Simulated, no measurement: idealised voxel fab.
Proc. module: voxel spacer lines
Section shown: cut. Width: 250 nm. Cell size: 5 nm, square.
When this document writes out a cross-section, it uses a grid of square cells and lists it as bands, beginning at the top and moving down, with a band standing for one or more rows of cells. In this notation a band is specified by the heights of its top and bottom, in that order and in nm, after which its materials appear from left to right, each paired with its width in nm. The word "throughout" attached to a single material means that material fills the band from edge to edge; the word "air" stands for empty space. Heights are measured from 0, the level below which the as-received wafer is all one material; the lowest band has no bottom and continues downward, written as in "0 nm and below". Read "30 to 40" as a graded width: first number on top, second number at the bottom, same change between each pair of neighbouring rows. Any step labelled "identical to before" changed none of the cells in the cross-section. "Enclosed empty spaces": empty spaces of 8 cells or more with no open way to the top, each given as width x height at distance, distance from the left edge, all in nm. Whatever follows a step's settings on its line is a remark the simulator itself makes about that step. On any step carrying a mask, the "overlay nm" setting, if present on the step's line, tells how far right of its planned place the mask lay; negative values point to the left.

Process steps - plan:
- 1: op RECEIVE | material Si
- 2: op CONFORMAL_DEP | material Al2O3 | thk nm 5
- 3: op DIRECTIONAL_DEP | material SiN | thk nm 10
- 4: op DIRECTIONAL_DEP | material aC | thk nm 20
- 5: op PATTERN | tone cover | mask id MANDREL | material resist | width nm 15 | pitch nm 50 | thk nm 30 | overlay nm 0
- 6: op DIRECTIONAL_ETCH | etch materials aC | depth nm 20
- 7: op STRIP | etch materials resist
- 8: op CONFORMAL_DEP | material SiO2 | thk nm 10
- 9: op DIRECTIONAL_ETCH | etch materials SiO2 | depth nm 10
- 10: op STRIP | etch materials aC
- 11: op DIRECTIONAL_ETCH | etch materials SiN | depth nm 10
- 12: op STRIP | etch materials SiO2
- 13: op FILL_DEP | material SiO2 | thk nm 10
- 14: op CMP | height nm 15

First of two wafers, processed according to plan:

So this is the incoming wafer in cross-section - it's already been through step 1:
    0 nm and below | Si throughout
    Enclosed empty spaces: none

The following cross-section depicts the wafer upon completion of step 2:
    5 nm to 0 nm | Al2O3 throughout
    below 0: unchanged

The following cross-section depicts the wafer upon completion of step 3:
    15 nm to 5 nm | SiN throughout
    below 5: unchanged

The following cross-section depicts the wafer upon completion of step 4:
    35 nm to 15 nm | aC throughout
    below 15: unchanged

The following cross-section depicts the wafer upon completion of step 5:
    65 nm to 35 nm | 65 air / 15 resist / 35 air / 15 resist / 35 air / 15 resist / 70 air
    below 35: unchanged

The following cross-section depicts the wafer upon completion of step 6:
    45 nm to 35 nm | 65 air / 15 resist / 35 air / 15 resist / 35 air / 15 resist / 70 air
    35 nm to 15 nm | 65 air / 15 aC / 35 air / 15 aC / 35 air / 15 aC / 70 air
    below 15: unchanged

The following cross-section depicts the wafer upon completion of step 7:
    35 nm to 15 nm | 65 air / 15 aC / 35 air / 15 aC / 35 air / 15 aC / 70 air
    below 15: unchanged

The following cross-section depicts the wafer upon completion of step 8:
    45 nm to 35 nm | 55 air / 35 SiO2 / 15 air / 35 SiO2 / 15 air / 35 SiO2 / 60 air
    35 nm to 25 nm | 55 air / 10 SiO2 / 15 aC / 10 SiO2 / 15 air / 10 SiO2 / 15 aC / 10 SiO2 / 15 air / 10 SiO2 / 15 aC / 10 SiO2 / 60 air
    25 nm to 15 nm | 65 SiO2 / 15 aC / 35 SiO2 / 15 aC / 35 SiO2 / 15 aC / 70 SiO2
    below 15: unchanged

The following cross-section depicts the wafer upon completion of step 9:
    35 nm to 15 nm | 55 air / 10 SiO2 / 15 aC / 10 SiO2 / 15 air / 10 SiO2 / 15 aC / 10 SiO2 / 15 air / 10 SiO2 / 15 aC / 10 SiO2 / 60 air
    below 15: unchanged

The following cross-section depicts the wafer upon completion of step 10:
    35 nm to 15 nm | 55 air / 10 SiO2 / 15 air / 10 SiO2 / 15 air / 10 SiO2 / 15 air / 10 SiO2 / 15 air / 10 SiO2 / 15 air / 10 SiO2 / 60 air
    below 15: unchanged

The following cross-section depicts the wafer upon completion of step 11:
    35 nm to 15 nm | 55 air / 10 SiO2 / 15 air / 10 SiO2 / 15 air / 10 SiO2 / 15 air / 10 SiO2 / 15 air / 10 SiO2 / 15 air / 10 SiO2 / 60 air
    15 nm to 5 nm | 55 air / 10 SiN / 15 air / 10 SiN / 15 air / 10 SiN / 15 air / 10 SiN / 15 air / 10 SiN / 15 air / 10 SiN / 60 air
    below 5: unchanged

The following cross-section depicts the wafer upon completion of step 12:
    15 nm to 5 nm | 55 air / 10 SiN / 15 air / 10 SiN / 15 air / 10 SiN / 15 air / 10 SiN / 15 air / 10 SiN / 15 air / 10 SiN / 60 air
    below 5: unchanged

The following cross-section depicts the wafer upon completion of step 13:
    25 nm to 15 nm | SiO2 throughout
    15 nm to 5 nm | 55 SiO2 / 10 SiN / 15 SiO2 / 10 SiN / 15 SiO2 / 10 SiN / 15 SiO2 / 10 SiN / 15 SiO2 / 10 SiN / 15 SiO2 / 10 SiN / 60 SiO2
    below 5: unchanged

The following cross-section depicts the wafer upon completion of step 14:
    15 nm to 5 nm | 55 SiO2 / 10 SiN / 15 SiO2 / 10 SiN / 15 SiO2 / 10 SiN / 15 SiO2 / 10 SiN / 15 SiO2 / 10 SiN / 15 SiO2 / 10 SiN / 60 SiO2
    below 5: unchanged

Second wafer. Start and plan as for the first. One mistake made in running. Agrees with the first up to and including step 13:

Cross-section, second wafer, at the end time the plan gives for step 14:
    5 nm to 0 nm | Al2O3 throughout
    below 0: unchanged
What went wrong in running the wafer? rather than as planned, step 14 actually ran as op CMP | height nm 5
Final difference in cells, second wafer against first, listed per material as more or fewer: -24 SiN | -76 SiO2
